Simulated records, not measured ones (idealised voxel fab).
The following is a process module called voxel tone inversion.
The figure presents cross-section cut, which has a width of 165 nm and is divided into square cells with an edge length of 5 nm.
A cross-section is written here as square cells arranged in a grid, and it is given in bands from the top down, each band taking up one or more rows of cells. For a band, the entry starts with two heights in nm, that of the top and then that of the bottom, and carries on with the band's materials in order from left to right, each alongside its width in nm; the word "edge to edge" beside a single material means it fills the band edge to edge, and "blank" means empty space. Where do heights start? At 0: under that level the wafer as delivered is made of one material only. And the lowest band has no floor; it just carries on downward, as in "z 0 and below". The notation "30 to 40" denotes a width that varies across the rows of cells in the band, beginning at the first number in the top row, finishing at the second number in the bottom row, and changing by an identical amount from each row to the next. "remained unchanged", as given for a step, is the statement that not any cell of the cross-section underwent a change during that step. So "Sealed internal voids" is basically the list of trapped voids: any empty space of 8 cells or more that can't reach the top through an opening. They're written width x height at distance, the distance being from the left edge, and it's all nm. Formally, on a step line, whatever follows the settings is a remark that the simulator itself makes on the step. overlay nm: mask offset rightward from planned place, masked step; negative means leftward offset.

The following list gives the planned process steps
1. RECEIVE | material Si
2. CONFORMAL_DEP | material SiN | thk nm 5
3. DIRECTIONAL_DEP | material aC | thk nm 20
4. PATTERN | tone cover | mask id POSTS | material resist | width nm 15 | pitch nm 30 | thk nm 30 | overlay nm 0
5. DIRECTIONAL_ETCH | etch materials aC | depth nm 20
6. STRIP | etch materials resist
7. FILL_DEP | material lowk | thk nm 5
8. CMP | height nm 25
9. STRIP | etch materials aC

Incoming wafer in cross-section (state: after step 1)
  z 0 and below: Si edge to edge
  Sealed internal voids: none

Post-module cross-section of the first of two wafers (run per plan)
  z 25 to 5: lowk 30 | blank 15 | lowk 15 | blank 15 | lowk 15 | blank 15 | lowk 15 | blank 15 | lowk 30
  z 5 to 0: SiN edge to edge
  z 0 and below: Si edge to edge
  Sealed internal voids: none

Presented here is a cross-section of the second of the two wafers as it stood at the end of the module. It was started in the same manner and assigned the same plan as the first wafer; however, one mistake was made in its execution
  z 15 to 5: lowk 30 | blank 15 | lowk 15 | blank 15 | lowk 15 | blank 15 | lowk 15 | blank 15 | lowk 30
  z 5 to 0: SiN edge to edge
  z 0 and below: Si edge to edge
  Sealed internal voids: none
Against the plan, the run slipped here: it should be noted that step 8 was executed with settings other than those planned, the operation and settings actually applied being CMP | height nm 15
The final cell counts differ between the wafers, with the second having more or fewer of some materials than the first: -42 lowk
